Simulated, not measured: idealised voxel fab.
You're looking at the process module voxel capacitor over wiring.
Xsec cut, 160 nm wide, square cell size 5 nm.
The cross-sections in this document take the form of a grid made of square cells. They are written out as bands, in order from top to bottom. Each band consists of one or more rows of cells. Per band: top height and bottom height in nm, followed by the left-to-right materials and their widths in nm; "throughout" marks a single material spanning edge to edge, "air" marks empty space. Heights are measured from 0, the level below which the as-received wafer is all one material; the lowest band has no bottom and continues downward, written as in "top 0, no bottom". A two-number width, for instance "30 to 40", indicates that the width is equal to the first number in the top row of the band and to the second number in the bottom row, and that it changes by a constant amount per row of cells. Where a step carries "nothing altered", the cross-section came out of it unchanged, cell for cell. Basically, "Completely enclosed voids" tells you about the enclosed voids: empty spaces with no open way to the top, 8 cells or bigger, each written width x height at distance, where distance is from the left edge, all in nm. What comes after the settings on a step's line is commentary from the simulator itself on that step. A step's line can hold "overlay nm"; with a mask on that step, the setting says how far right of the planned place the mask lay, while a negative setting says it lay to the left.
-- The planned process steps are enumerated hereunder
1: RECEIVE [material Si]
2: CONFORMAL_DEP [material SiO2] [thk nm 15]
3: CONFORMAL_DEP [material SiN] [thk nm 5]
4: DIRECTIONAL_DEP [material lowk] [thk nm 20]
5: DIRECTIONAL_DEP [material aC] [thk nm 10]
6: PATTERN [tone open] [mask id METAL_1] [material resist] [width nm 30] [pitch nm 95] [thk nm 30] [overlay nm 0]
7: DIRECTIONAL_ETCH [etch materials aC] [depth nm 10]
8: STRIP [etch materials resist]
9: DIRECTIONAL_ETCH [etch materials lowk] [depth nm 20]
10: DIRECTIONAL_ETCH [etch materials SiN] [depth nm 5]
11: STRIP [etch materials aC]
12: CONFORMAL_DEP [material TiN] [thk nm 5]
13: FILL_DEP [material W] [thk nm 10]
14: CMP [height nm 40]
15: CONFORMAL_DEP [material SiCN] [thk nm 5]
16: DIRECTIONAL_DEP [material SiO2] [thk nm 10]
17: DIRECTIONAL_DEP [material aC] [thk nm 15]
18: PATTERN [tone open] [mask id PLUG_1] [material resist] [width nm 15] [thk nm 35] [overlay nm 0]
19: DIRECTIONAL_ETCH [etch materials aC] [depth nm 15]
20: STRIP [etch materials resist]
21: DIRECTIONAL_ETCH [etch materials SiO2] [depth nm 10]
22: DIRECTIONAL_ETCH [etch materials SiCN] [depth nm 5]
23: STRIP [etch materials aC]
24: CONFORMAL_DEP [material TiN] [thk nm 5]
25: FILL_DEP [material W] [thk nm 5]
26: CMP [height nm 55]
27: DIRECTIONAL_DEP [material TiN] [thk nm 5]
28: DIRECTIONAL_DEP [material HfO2] [thk nm 5]
29: DIRECTIONAL_DEP [material TiN] [thk nm 10]
30: PATTERN [tone cover] [mask id UPPER_PLATE] [material resist] [width nm 70] [thk nm 15] [overlay nm 0]
31: DIRECTIONAL_ETCH [etch materials TiN] [depth nm 10]
32: DIRECTIONAL_ETCH [etch materials HfO2] [depth nm 5]
33: STRIP [etch materials resist]
34: DIRECTIONAL_DEP [material aC] [thk nm 10]
35: PATTERN [tone cover] [mask id LOWER_PLATE] [material resist] [width nm 80] [thk nm 30] [overlay nm 0]
36: DIRECTIONAL_ETCH [etch materials aC] [depth nm 10]
37: STRIP [etch materials resist]
38: DIRECTIONAL_ETCH [etch materials TiN] [depth nm 5]
39: STRIP [etch materials aC]
40: FILL_DEP [material SiO2] [thk nm 15]
41: CMP [height nm 85]
42: DIRECTIONAL_DEP [material aC] [thk nm 15]
43: PATTERN [tone open] [mask id PLUG_2] [material resist] [width nm 15] [thk nm 35] [overlay nm 0]
44: DIRECTIONAL_ETCH [etch materials aC] [depth nm 15]
45: STRIP [etch materials resist]
46: DIRECTIONAL_ETCH [etch materials SiO2] [depth nm 10]
47: STRIP [etch materials aC]
48: CONFORMAL_DEP [material TiN] [thk nm 5]
49: FILL_DEP [material Cu] [thk nm 10]
50: CMP [height nm 85]
51: CONFORMAL_DEP [material SiCN] [thk nm 5]
-- Wafer at receipt (post step 1), cross-section
* top 0, no bottom  Si throughout
* Completely enclosed voids: none
-- Final cross-section, module run with one mistake (start and plan as above)
* top 90, bottom 85  SiCN throughout
* top 85, bottom 80  SiO2: 40; TiN: 5; Cu: 5; TiN: 5; SiO2: 105
* top 80, bottom 75  SiO2: 40; TiN: 15; SiO2: 105
* top 75, bottom 65  SiO2: 30; TiN: 70; SiO2: 60
* top 65, bottom 60  SiO2: 30; HfO2: 70; SiO2: 60
* top 60, bottom 55  SiO2: 25; TiN: 80; SiO2: 55
* top 55, bottom 45  SiO2: 30; TiN: 5; W: 5; TiN: 5; SiO2: 115
* top 45, bottom 40  SiCN: 30; TiN: 15; SiCN: 115
* top 40, bottom 25  lowk: 15; TiN: 5; W: 20; TiN: 5; lowk: 65; TiN: 5; W: 20; TiN: 5; lowk: 20
* top 25, bottom 20  lowk: 15; TiN: 30; lowk: 65; TiN: 30; lowk: 20
* top 20, bottom 5  SiO2 throughout
* top 5, bottom 0  SiN throughout
* top 0, no bottom  Si throughout
* Completely enclosed voids: none
The mistake made against the process plan was this: steps 2 and 3 of the plan were run in the wrong order, each in the other's place
